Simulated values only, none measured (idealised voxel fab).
Proc. module: voxel self aligned contacts
In the cross-section labelled cut, the width is 255 nm and each square cell is 5 nm.
For the purposes of this document, a cross-section shall be understood as a grid of square cells, specified as bands listed in top-to-bottom order, each band consisting of one or more rows of cells.
Basically the band line says how high the top is and how high the bottom is, in nm, and then what's in it from left to right, every material with its width in nm. Empty space shows up as "blank", and if a single material carries "everywhere" it runs the full band edge to edge.
Height datum 0, below which the as-received substrate wafer is one material. Lowest band open at the bottom, running downward: "0 -> down".
Graded width ("30..40"): value in top row of band = first number; value in bottom row = second number; row-to-row change constant.
What does "everything unchanged" mean for a step? It means no cell of the cross-section changed in that step.
"Unvented cavities" - sealed voids, min. 8 cells, no opening to top; format: width x height at distance (distance from left edge; nm throughout).
Formally, on a step line, whatever follows the settings is a remark that the simulator itself makes on the step.
You can add "overlay nm" to a step's line. For a step with a mask, it describes how far the mask lay to the right of its planned position, and a negative number describes a lay to the left.
-- Process steps foreseen in the plan
| 1 | RECEIVE, material Si |
| 2 | CONFORMAL_DEP, material SiO2, thk nm 5 |
| 3 | DIRECTIONAL_DEP, material polySi, thk nm 25 |
| 4 | DIRECTIONAL_DEP, material SiN, thk nm 25 |
| 5 | MASKED_ETCH, tone cover, mask id GATE, width nm 30, pitch nm 70, etch materials SiN, depth nm 25, overlay nm 0 |
| 6 | MASKED_ETCH, tone cover, mask id GATE, width nm 30, pitch nm 70, etch materials polySi, depth nm 25, overlay nm 0 |
| 7 | CONFORMAL_DEP, material SiN, thk nm 10 |
| 8 | DIRECTIONAL_ETCH, etch materials SiN, depth nm 10 |
| 9 | FILL_DEP, material SiO2, thk nm 10 |
| 10 | CMP, height nm 60 |
| 11 | DIRECTIONAL_DEP, material aC, thk nm 15 |
| 12 | PATTERN, tone open, mask id CONTACT, material resist, width nm 50, thk nm 30, overlay nm 0 |
| 13 | DIRECTIONAL_ETCH, etch materials aC, depth nm 15 |
| 14 | STRIP, etch materials resist |
| 15 | DIRECTIONAL_ETCH, etch materials SiO2, depth nm 60 |
| 16 | STRIP, etch materials aC |
| 17 | CONFORMAL_DEP, material TiN, thk nm 5 |
| 18 | FILL_DEP, material Ru, thk nm 5 |
| 19 | CMP, height nm 60 |
| 20 | CONFORMAL_DEP, material SiCN, thk nm 5 |
-- Cross-section of the wafer upon arrival, representing the state reached after step 1
	0 -> down  Si everywhere
	Unvented cavities: none
-- Cross-section: first of two wafers, module finished, run according to plan
	65 -> 60  SiCN everywhere
	60 -> 55  SiO2: 100; TiN: 20; Ru: 10; TiN: 20; SiO2: 105
	55 -> 30  SiO2: 65; SiN: 50; TiN: 5; Ru: 10; TiN: 5; SiN: 50; SiO2: 70
	30 -> 5  SiO2: 65; SiN: 10; polySi: 30; SiN: 10; TiN: 5; Ru: 10; TiN: 5; SiN: 10; polySi: 30; SiN: 10; SiO2: 70
	5 -> 0  SiO2: 115; TiN: 20; SiO2: 120
	0 -> down  Si everywhere
	Unvented cavities: none
-- Cross-section at end of module for the second wafer of two, which matched the first in starting point and plan and differed by one mistake in its processing
	65 -> 60  SiCN everywhere
	60 -> 55  SiO2: 65; SiN: 50; TiN: 20; SiN: 50; SiO2: 70
	55 -> 30  SiN everywhere
	30 -> 5  polySi everywhere
	5 -> 0  SiO2 everywhere
	0 -> down  Si everywhere
	Unvented cavities: none
What went wrong in running the wafer? plan step 4 ran twice
It is noted that, at the conclusion of processing, the second wafer exhibits a higher or lower cell count for certain materials relative to the first: Ru: 22 fewer; SiN: 135 more; SiO2: 280 fewer; TiN: 28 fewer; polySi: 195 more
